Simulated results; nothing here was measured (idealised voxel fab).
process module | voxel self aligned contacts
cross-section cut | 295 nm wide | cells 5 nm
A cross-section is a grid of square cells, given in bands from the top down. A band is one or more rows of cells.
Each band's line starts with the height of the band's top and of its bottom, in nm. Then come its materials from left to right, each with its width in nm. One material with "throughout" fills the band from edge to edge. "air" is empty space.
Height 0 is the level under which the wafer as received is all one material. The lowest band goes on downwards, as in "0 down".
A width such as "30 to 40" changes by the same amount from each row of cells to the next, from the band's top row to its bottom row.
"no change" after a step means that no cell of the cross-section changed.
closed voids: empty space of 8 cells or more with no open way to the top, each as width x height at its distance from the left edge, in nm
after a step's settings: what the simulator itself notes on the step
overlay nm, on a step with a mask: how far to the right of its planned place the mask lay; to the left if negative
plan
1 op RECEIVE | material Si
2 op OXIDIZE | depth nm 5
3 op DIRECTIONAL_DEP | material polySi | thk nm 30
4 op DIRECTIONAL_DEP | material SiN | thk nm 20
5 op DIRECTIONAL_DEP | material aC | thk nm 10
6 op PATTERN | tone cover | mask id GATE | material resist | width nm 25 | pitch nm 50 | thk nm 25 | overlay nm 0
7 op DIRECTIONAL_ETCH | etch materials aC | depth nm 10
8 op STRIP | etch materials resist
9 op DIRECTIONAL_ETCH | etch materials SiN | depth nm 20
10 op DIRECTIONAL_ETCH | etch materials polySi | depth nm 30
11 op STRIP | etch materials aC
12 op CONFORMAL_DEP | material SiN | thk nm 5
13 op DIRECTIONAL_ETCH | etch materials SiN | depth nm 5
14 op FILL_DEP | material SiO2 | thk nm 15
15 op CMP | height nm 60
16 op DIRECTIONAL_DEP | material aC | thk nm 15
17 op PATTERN | tone open | mask id CONTACT | material resist | width nm 35 | pitch nm 50 | thk nm 30 | overlay nm 0
18 op DIRECTIONAL_ETCH | etch materials aC | depth nm 15
19 op STRIP | etch materials resist
20 op DIRECTIONAL_ETCH | etch materials SiO2 | depth nm 65
21 op STRIP | etch materials aC
22 op CONFORMAL_DEP | material TiN | thk nm 5
23 op FILL_DEP | material Ru | thk nm 5
24 op CMP | height nm 60
25 op CONFORMAL_DEP | material SiN | thk nm 5
as received, after step 1
  0 down: Si throughout
  closed voids: none
a wafer at the end: this start, this plan, one mistake
  65 to 60: SiN throughout
  60 to 50: SiO2 105 | TiN 5 to 15 | Ru 25 to 5 | TiN 5 to 15 | SiO2 15 | TiN 5 to 15 | Ru 25 to 5 | TiN 5 to 15 | SiO2 105
  50 to 30: SiO2 80 | SiN 35 | TiN 5 | Ru 5 | TiN 5 | SiN 35 | TiN 5 | Ru 5 | TiN 5 | SiN 35 | SiO2 80
  30 to 10: SiO2 80 | SiN 5 | polySi 25 | SiN 5 | TiN 5 | Ru 5 | TiN 5 | SiN 5 | polySi 25 | SiN 5 | TiN 5 | Ru 5 | TiN 5 | SiN 5 | polySi 25 | SiN 5 | SiO2 80
  10 to 5: SiO2 80 | SiN 5 | polySi 25 | SiN 5 | TiN 15 | SiN 5 | polySi 25 | SiN 5 | TiN 15 | SiN 5 | polySi 25 | SiN 5 | SiO2 80
  5 to 0: SiO2 80 | SiN 5 | polySi 25 | SiN 5 | SiO2 15 | SiN 5 | polySi 25 | SiN 5 | SiO2 15 | SiN 5 | polySi 25 | SiN 5 | SiO2 80
  0 to -5: SiO2 throughout
  -5 down: Si throughout
  closed voids: none
what went wrong: step 20 ran as: op DIRECTIONAL_ETCH | etch materials SiO2 | depth nm 55
